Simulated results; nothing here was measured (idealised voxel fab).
Process module heading - voxel spacer lines
For reference, the cross-section in this document is cut, with width 260 nm and square cells of 5 nm.
Notation: cross-section as square-cell grid; stated in bands, top first, going down; one or more cell rows per band.
First you get the band's top height and its bottom height, in nm, and then the materials it's made of, left to right, with each width in nm. If you see a single material with "edge to edge", that one covers the band edge to edge. "empty" is empty space.
Convention: height 0 is the level below which the wafer, as received, is all one material. The lowest band does not terminate at the bottom but continues downward, represented as "z 0 and below".
The expression "30..40" gives the width at the extremes of the band, the first number at its top row of cells and the second at its bottom row, with the width changing by equal amounts from each row to the next in between.
Step note "identical to before" = no cross-section cell changed.
Voids not open to the top, 8 cells minimum: see "Catalogued sealed voids". Written width x height at distance; distance is from the left edge; nm.
Where a step's line continues beyond its settings, the continuation is a remark by the simulator itself on that step.
For masked steps, "overlay nm" on the step line gives how far right of plan the mask actually lay; a minus sign means it lay to the left.

Intended process steps:
1) RECEIVE: material Si
2) CONFORMAL_DEP: material SiO2, thk nm 5
3) DIRECTIONAL_DEP: material W, thk nm 15
4) DIRECTIONAL_DEP: material polySi, thk nm 25
5) PATTERN: tone cover, mask id MANDREL, material resist, width nm 25, pitch nm 80, thk nm 30, overlay nm 0
6) DIRECTIONAL_ETCH: etch materials polySi, depth nm 25
7) STRIP: etch materials resist
8) CONFORMAL_DEP: material SiN, thk nm 15
9) DIRECTIONAL_ETCH: etch materials SiN, depth nm 15
10) STRIP: etch materials polySi
11) DIRECTIONAL_ETCH: etch materials W, depth nm 5
12) STRIP: etch materials SiN
13) FILL_DEP: material lowk, thk nm 5
14) CMP: height nm 20
Same starting wafers, different depth nm at step 11. Plan value belongs to the first wafer.

As received, i.e. after step 1: cross-section through the first of several wafers:
  z 0 and below = Si edge to edge
  Catalogued sealed voids: none

Per wafer (row), end of module: delta in cells per material since receipt, (+) for gained, (-) for lost; closed voids after that:
depth nm 5; +52 SiO2; +116 W; +40 lowk; Catalogued sealed voids: none
depth nm 10; +52 SiO2; +76 W; +80 lowk; Catalogued sealed voids: none
depth nm 15; +52 SiO2; +36 W; +120 lowk; Catalogued sealed voids: none
depth nm 20; +52 SiO2; +36 W; +120 lowk; Catalogued sealed voids: none
depth nm 25; +52 SiO2; +36 W; +120 lowk; Catalogued sealed voids: none
depth nm 30; +52 SiO2; +36 W; +120 lowk; Catalogued sealed voids: none
